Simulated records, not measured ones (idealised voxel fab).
The process module that follows is named voxel air gaps.
Section shown: cut. Width: 295 nm. Cell size: 5 nm, square.
If you're reading a cross-section in this doc, picture square cells in a grid; it comes to you as bands, top ones listed first down to the bottom, and a band can be one or more rows of cells.
Heads up on the band format: heights come first, top then bottom, in nm. After that it's the materials left to right, each with its width in nm. A single material flagged "edge to edge" fills the whole band edge to edge, and "air" means there's empty space there.
We count height from 0. Below that, the starting wafer is all one material. The lowest band never ends at the bottom but goes on down; see "0 and below" for how that is written.
Width "30..40": first value at the band's top row of cells, second value at its bottom row, equal change from row to row.
"nothing changed", as given for a step, is the statement that not any cell of the cross-section underwent a change during that step.
This entry, "Unvented internal voids", enumerates those empty regions of no fewer than 8 cells that possess no open connection to the top. Each region is reported in the form width x height at distance, the distance being taken from the left edge, with all three quantities expressed in nm.
Past the settings on a step's line: simulator remark, on that step.
overlay nm: mask right of planned place by this much (step with mask). Neg. = left.

### Steps planned for the process
1) RECEIVE [material Si]
2) CONFORMAL_DEP [material SiO2] [thk nm 15]
3) CONFORMAL_DEP [material SiCN] [thk nm 5]
4) DIRECTIONAL_DEP [material lowk] [thk nm 40]
5) MASKED_ETCH [tone open] [mask id LINES] [width nm 20] [pitch nm 50] [etch materials lowk] [depth nm 40] [overlay nm 0]
6) CONFORMAL_DEP [material TiN] [thk nm 5]
7) FILL_DEP [material W] [thk nm 5]
8) CMP [height nm 60]
9) EPI [material Ru] [thk nm 10]
10) SELECTIVE_ETCH [etch materials lowk] [depth nm 50]
11) CONFORMAL_DEP [material SiCN] [thk nm 5]

### Wafer cross-section on receipt, i.e. after step 1
* 0 and below = Si edge to edge
* Unvented internal voids: none

### The cross-section shown corresponds to the wafer at the conclusion of the module. The initial structure and the process plan are those presented above; however, one mistake occurred in executing the plan
* 75 down to 70 = air=45  SiCN=200  air=50
* 70 down to 60 = air=45  SiCN=5  Ru=40  SiCN=10  Ru=40  SiCN=10  Ru=40  SiCN=10  Ru=40  SiCN=5  air=50
* 60 down to 55 = air=45  SiCN=15  TiN=5  W=10  TiN=5  SiCN=30  TiN=5  W=10  TiN=5  SiCN=30  TiN=5  W=10  TiN=5  SiCN=30  TiN=5  W=10  TiN=5  SiCN=15  air=50
* 55 down to 25 = air=55  SiCN=5  TiN=5  W=10  TiN=5  SiCN=5  air=20  SiCN=5  TiN=5  W=10  TiN=5  SiCN=5  air=20  SiCN=5  TiN=5  W=10  TiN=5  SiCN=5  air=20  SiCN=5  TiN=5  W=10  TiN=5  SiCN=5  air=60
* 25 down to 20 = SiCN=60  TiN=20  SiCN=30  TiN=20  SiCN=30  TiN=20  SiCN=30  TiN=20  SiCN=65
* 20 down to 15 = SiCN edge to edge
* 15 down to 0 = Ru edge to edge
* 0 and below = Si edge to edge
* Unvented internal voids: 20 x 30 at 85; 20 x 30 at 135; 20 x 30 at 185
In executing the process, a mistake was made relative to the plan: step 2 ran differently from the plan; actual operation with settings: CONFORMAL_DEP [material Ru] [thk nm 15]
